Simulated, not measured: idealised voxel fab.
process module | voxel gate over fins
cross-section cut | 235 nm wide | cells 5 nm
A cross-section is a grid of square cells, given in bands from the top down. A band is one or more rows of cells.
Each band's line starts with the height of the band's top and of its bottom, in nm. Then come its materials from left to right, each with its width in nm. One material with "throughout" fills the band from edge to edge. "air" is empty space.
Height 0 is the level under which the wafer as received is all one material. The lowest band goes on downwards, as in "0 down".
A width such as "30 to 40" changes by the same amount from each row of cells to the next, from the band's top row to its bottom row.
"no change" after a step means that no cell of the cross-section changed.
closed voids: empty space of 8 cells or more with no open way to the top, each as width x height at its distance from the left edge, in nm
after a step's settings: what the simulator itself notes on the step
overlay nm, on a step with a mask: how far to the right of its planned place the mask lay; to the left if negative
plan
1 op RECEIVE | material Si
2 op CONFORMAL_DEP | material SiN | thk nm 10
3 op PATTERN | tone cover | mask id FINS | material resist | width nm 15 | pitch nm 45 | thk nm 20 | overlay nm 0
4 op DIRECTIONAL_ETCH | etch materials SiN | depth nm 10
5 op DIRECTIONAL_ETCH | etch materials Si | depth nm 40
6 op STRIP | etch materials resist
7 op FILL_DEP | material SiO2 | thk nm 5
8 op CMP | height nm 10
9 op SELECTIVE_ETCH | etch materials SiO2 | depth nm 25
10 op STRIP | etch materials SiN
11 op CONFORMAL_DEP | material HfO2 | thk nm 5
12 op CONFORMAL_DEP | material TiN | thk nm 5
13 op CONFORMAL_DEP | material TiAl | thk nm 5
14 op CONFORMAL_DEP | material TiN | thk nm 5
15 op FILL_DEP | material W | thk nm 15
16 op CMP | height nm 30
17 op CONFORMAL_DEP | material SiN | thk nm 5
as received, after step 1
  0 down: Si throughout
  closed voids: none
first wafer at the end, as planned
  35 to 30: SiN throughout
  30 to 20: W throughout
  20 to 15: W 65 | TiN 100 | W 70
  15 to 10: W 65 | TiN 5 | TiAl 90 | TiN 5 | W 70
  10 to 5: W 65 | TiN 5 | TiAl 5 | TiN 35 | TiAl 10 | TiN 35 | TiAl 5 | TiN 5 | W 70
  5 to 0: TiN 70 | TiAl 5 | TiN 5 | HfO2 25 | TiN 5 | TiAl 10 | TiN 5 | HfO2 25 | TiN 5 | TiAl 5 | TiN 75
  0 to -5: TiAl 75 | TiN 5 | HfO2 5 | Si 15 | HfO2 5 | TiN 5 | TiAl 10 | TiN 5 | HfO2 5 | Si 15 | HfO2 5 | TiN 5 | TiAl 80
  -5 to -10: TiN 80 | HfO2 5 | Si 15 | HfO2 5 | TiN 20 | HfO2 5 | Si 15 | HfO2 5 | TiN 85
  -10 to -15: HfO2 85 | Si 15 | HfO2 30 | Si 15 | HfO2 90
  -15 to -40: SiO2 85 | Si 15 | SiO2 30 | Si 15 | SiO2 90
  -40 down: Si throughout
  closed voids: none
second wafer at the end: like start, like plan, one mistake
  35 to 30: SiN throughout
  30 to 20: W throughout
  20 to 15: W 75 | TiN 100 | W 60
  15 to 10: W 75 | TiN 5 | TiAl 90 | TiN 5 | W 60
  10 to 5: W 75 | TiN 5 | TiAl 5 | TiN 35 | TiAl 10 | TiN 35 | TiAl 5 | TiN 5 | W 60
  5 to 0: TiN 80 | TiAl 5 | TiN 5 | HfO2 25 | TiN 5 | TiAl 10 | TiN 5 | HfO2 25 | TiN 5 | TiAl 5 | TiN 65
  0 to -5: TiAl 85 | TiN 5 | HfO2 5 | Si 15 | HfO2 5 | TiN 5 | TiAl 10 | TiN 5 | HfO2 5 | Si 15 | HfO2 5 | TiN 5 | TiAl 70
  -5 to -10: TiN 90 | HfO2 5 | Si 15 | HfO2 5 | TiN 20 | HfO2 5 | Si 15 | HfO2 5 | TiN 75
  -10 to -15: HfO2 95 | Si 15 | HfO2 30 | Si 15 | HfO2 80
  -15 to -40: SiO2 95 | Si 15 | SiO2 30 | Si 15 | SiO2 80
  -40 down: Si throughout
  closed voids: none
what went wrong: step 3 ran as: op PATTERN | tone cover | mask id FINS | material resist | width nm 15 | pitch nm 45 | thk nm 20 | overlay nm 10
at the end the second wafer has, in cells: as many of each material as the first, in other places
